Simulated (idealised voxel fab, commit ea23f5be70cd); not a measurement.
Herein follows the process module entitled voxel transistor to metal.
Pictured: cross-section cut, 285 nm wide, on a grid of 5 nm square cells.
Square cells in a grid make up a cross-section in this document, and the grid is given as bands, listed from the top down, each one or more rows of cells. Quick guide to a band line: top height, bottom height (nm) up front; then every material left to right with its width in nm. Only one material and it's marked "everywhere"? Then it fills the band edge to edge. And "air" just means empty space. Height 0 is the level under which the wafer as received is all one material. The lowest band goes on downwards, as in "0 and below". A width such as "30..40" changes by the same amount from each row of cells to the next, from the band's top row to its bottom row. "no alterations made", as given for a step, is the statement that not any cell of the cross-section underwent a change during that step. The list in "Non-vented voids" covers empty spaces of 8 cells or more that cannot reach the top through any open way, and it gives each as width x height at distance; the distance is from the left edge, and width, height and distance are in nm. after a step's settings: what the simulator itself notes on the step. overlay nm: step with mask; distance mask lay right of planned place; negative value = left of planned place.
Steps in the process plan:
1,op RECEIVE | material Si
2,op CONFORMAL_DEP | material SiO2 | thk nm 5
3,op CONFORMAL_DEP | material SiN | thk nm 10
4,op PATTERN | tone cover | mask id ACTIVE | material resist | width nm 105 | pitch nm 135 | thk nm 20 | overlay nm 0
5,op DIRECTIONAL_ETCH | etch materials SiN | depth nm 10
6,op DIRECTIONAL_ETCH | etch materials SiO2 | depth nm 5
7,op DIRECTIONAL_ETCH | etch materials Si | depth nm 35
8,op STRIP | etch materials resist
9,op OXIDIZE | depth nm 5
10,op FILL_DEP | material SiO2 | thk nm 10
11,op CMP | height nm 15
12,op SELECTIVE_ETCH | etch materials SiO2 | depth nm 10
13,op STRIP | etch materials SiN
14,op SELECTIVE_ETCH | etch materials SiO2 | depth nm 5
15,op OXIDIZE | depth nm 5
16,op DIRECTIONAL_DEP | material polySi | thk nm 25
17,op DIRECTIONAL_DEP | material SiCN | thk nm 15
18,op MASKED_ETCH | tone cover | mask id GATE | width nm 15 | pitch nm 135 | etch materials SiCN | depth nm 25 | overlay nm 0
19,op MASKED_ETCH | tone cover | mask id GATE | width nm 25 | pitch nm 135 | etch materials polySi | depth nm 35 | overlay nm 0
20,op CONFORMAL_DEP | material SiN | thk nm 5
21,op DIRECTIONAL_ETCH | etch materials SiN | depth nm 5
22,op DIRECTIONAL_ETCH | etch materials SiO2 | depth nm 5
23,op DIRECTIONAL_ETCH | etch materials Si | depth nm 10
24,op EPI | material nSi | thk nm 10
25,op FILL_DEP | material SiO2 | thk nm 5
26,op CMP | height nm 40
27,op DIRECTIONAL_DEP | material SiO2 | thk nm 15
28,op PATTERN | tone open | mask id CONTACT | material resist | width nm 15 | thk nm 20 | overlay nm 0
29,op DIRECTIONAL_ETCH | etch materials SiO2 | depth nm 60
30,op STRIP | etch materials resist
31,op CONFORMAL_DEP | material TiN | thk nm 5
32,op FILL_DEP | material W | thk nm 5
33,op CMP | height nm 55
34,op CONFORMAL_DEP | material SiCN | thk nm 5
35,op DIRECTIONAL_DEP | material lowk | thk nm 25
36,op PATTERN | tone open | mask id METAL_1 | material resist | width nm 15 | thk nm 15 | overlay nm 0
37,op DIRECTIONAL_ETCH | etch materials lowk | depth nm 25
38,op DIRECTIONAL_ETCH | etch materials SiCN | depth nm 5
39,op STRIP | etch materials resist
40,op CONFORMAL_DEP | material TiN | thk nm 5
41,op FILL_DEP | material Ru | thk nm 10
42,op CMP | height nm 85
43,op CONFORMAL_DEP | material SiCN | thk nm 5
Every wafer here starts from the same state; it is the step 18 width nm that distinguishes them, and the value the plan gives belongs to the first wafer.
Cross-section of the first incoming wafer of several, state after step 1:
  0 and below | Si everywhere
  Non-vented voids: none
Last step of the module is step 43; after it, the first of several wafers in cross-section:
  90 down to 85 | SiCN everywhere
  85 down to 60 | lowk 25, then TiN 5, then Ru 5, then TiN 5, then lowk 65, then TiN 5, then Ru 5, then TiN 5, then lowk 40, then TiN 5, then Ru 5, then TiN 5, then lowk 65, then TiN 5, then Ru 5, then TiN 5, then lowk 30
  60 down to 55 | SiCN 25, then TiN 15, then SiCN 65, then TiN 15, then SiCN 40, then TiN 15, then SiCN 65, then TiN 15, then SiCN 30
  55 down to 40 | SiO2 25, then TiN 5, then W 5, then TiN 5, then SiO2 65, then TiN 5, then W 5, then TiN 5, then SiO2 40, then TiN 5, then W 5, then TiN 5, then SiO2 65, then TiN 5, then W 5, then TiN 5, then SiO2 30
  40 down to 25 | SiO2 25, then TiN 5, then W 5, then TiN 5, then SiO2 20, then SiN 5, then SiCN 15, then SiN 5, then SiO2 20, then TiN 5, then W 5, then TiN 5, then SiO2 40, then TiN 5, then W 5, then TiN 5, then SiO2 20, then SiN 5, then SiCN 15, then SiN 5, then SiO2 20, then TiN 5, then W 5, then TiN 5, then SiO2 30
  25 down to 5 | SiO2 25, then TiN 5, then W 5, then TiN 5, then SiO2 15, then SiN 5, then polySi 25, then SiN 5, then SiO2 15, then TiN 5, then W 5, then TiN 5, then SiO2 40, then TiN 5, then W 5, then TiN 5, then SiO2 15, then SiN 5, then polySi 25, then SiN 5, then SiO2 15, then TiN 5, then W 5, then TiN 5, then SiO2 30
  5 down to 0 | SiO2 25, then TiN 5, then W 5, then TiN 5, then SiO2 5, then nSi 10, then SiN 5, then polySi 25, then SiN 5, then nSi 10, then SiO2 5, then TiN 5, then W 5, then TiN 5, then SiO2 40, then TiN 5, then W 5, then TiN 5, then SiO2 5, then nSi 10, then SiN 5, then polySi 25, then SiN 5, then nSi 10, then SiO2 5, then TiN 5, then W 5, then TiN 5, then SiO2 30
  0 down to -5 | SiO2 25, then TiN 15, then SiO2 5, then nSi 10, then SiO2 35, then nSi 10, then SiO2 5, then TiN 15, then SiO2 40, then TiN 15, then SiO2 5, then nSi 10, then SiO2 35, then nSi 10, then SiO2 5, then TiN 15, then SiO2 30
  -5 down to -15 | SiO2 25, then nSi 30, then Si 35, then nSi 30, then SiO2 40, then nSi 30, then Si 35, then nSi 30, then SiO2 30
  -15 down to -40 | SiO2 25, then Si 95, then SiO2 40, then Si 95, then SiO2 30
  -40 and below | Si everywhere
  Non-vented voids: none
Cross-section at module completion, last wafer:
  90 down to 85 | SiCN everywhere
  85 down to 60 | lowk 25, then TiN 5, then Ru 5, then TiN 5, then lowk 65, then TiN 5, then Ru 5, then TiN 5, then lowk 40, then TiN 5, then Ru 5, then TiN 5, then lowk 65, then TiN 5, then Ru 5, then TiN 5, then lowk 30
  60 down to 55 | SiCN 25, then TiN 15, then SiCN 65, then TiN 15, then SiCN 40, then TiN 15, then SiCN 65, then TiN 15, then SiCN 30
  55 down to 40 | SiO2 25, then TiN 5, then W 5, then TiN 5, then SiO2 65, then TiN 5, then W 5, then TiN 5, then SiO2 40, then TiN 5, then W 5, then TiN 5, then SiO2 65, then TiN 5, then W 5, then TiN 5, then SiO2 30
  40 down to 25 | SiO2 25, then TiN 5, then W 5, then TiN 5, then SiO2 10, then SiN 5, then SiCN 40, then SiN 5, then SiO2 5, then TiN 5, then W 5, then TiN 5, then SiO2 40, then TiN 5, then W 5, then TiN 5, then SiO2 10, then SiN 5, then SiCN 40, then SiN 5, then SiO2 5, then TiN 5, then W 5, then TiN 5, then SiO2 30
  25 down to 10 | SiO2 25, then TiN 5, then W 5, then TiN 5, then SiO2 10, then SiN 5, then polySi 40, then SiN 5, then SiO2 5, then TiN 5, then W 5, then TiN 5, then SiO2 40, then TiN 5, then W 5, then TiN 5, then SiO2 10, then SiN 5, then polySi 40, then SiN 5, then SiO2 5, then TiN 5, then W 5, then TiN 5, then SiO2 30
  10 down to 5 | SiO2 25, then TiN 5, then W 5, then TiN 5, then SiO2 10, then SiN 5, then polySi 40, then SiN 5, then SiO2 5, then TiN 15, then SiO2 40, then TiN 5, then W 5, then TiN 5, then SiO2 10, then SiN 5, then polySi 40, then SiN 5, then SiO2 5, then TiN 15, then SiO2 30
  5 down to 0 | SiO2 25, then TiN 5, then W 5, then TiN 5, then nSi 10, then SiN 5, then polySi 40, then SiN 5, then nSi 10, then TiN 10, then SiO2 40, then TiN 5, then W 5, then TiN 5, then nSi 10, then SiN 5, then polySi 40, then SiN 5, then nSi 10, then TiN 10, then SiO2 30
  0 down to -5 | SiO2 25, then TiN 15, then nSi 10, then SiO2 50, then nSi 10, then TiN 10, then SiO2 40, then TiN 15, then nSi 10, then SiO2 50, then nSi 10, then TiN 10, then SiO2 30
  -5 down to -15 | SiO2 25, then nSi 25, then Si 50, then nSi 20, then SiO2 40, then nSi 25, then Si 50, then nSi 20, then SiO2 30
  -15 down to -40 | SiO2 25, then Si 95, then SiO2 40, then Si 95, then SiO2 30
  -40 and below | Si everywhere
  Non-vented voids: none
Wafer rows, end of module: cells per material gained (+) or lost (-) since receipt; closed voids last:
width nm 15 | +20 Ru | -238 Si | +120 SiCN | +32 SiN | +557 SiO2 | +152 TiN | +44 W | +225 lowk | +64 nSi | +50 polySi | Non-vented voids: none
width nm 20 | +20 Ru | -238 Si | +126 SiCN | +32 SiN | +551 SiO2 | +152 TiN | +44 W | +225 lowk | +64 nSi | +50 polySi | Non-vented voids: none
width nm 25 | +20 Ru | -238 Si | +132 SiCN | +32 SiN | +545 SiO2 | +152 TiN | +44 W | +225 lowk | +64 nSi | +50 polySi | Non-vented voids: none
width nm 30 | +20 Ru | -234 Si | +138 SiCN | +32 SiN | +529 SiO2 | +152 TiN | +44 W | +225 lowk | +60 nSi | +60 polySi | Non-vented voids: none
width nm 35 | +20 Ru | -230 Si | +144 SiCN | +32 SiN | +513 SiO2 | +152 TiN | +44 W | +225 lowk | +56 nSi | +70 polySi | Non-vented voids: none
width nm 40 | +20 Ru | -226 Si | +150 SiCN | +32 SiN | +501 SiO2 | +152 TiN | +40 W | +225 lowk | +52 nSi | +80 polySi | Non-vented voids: none
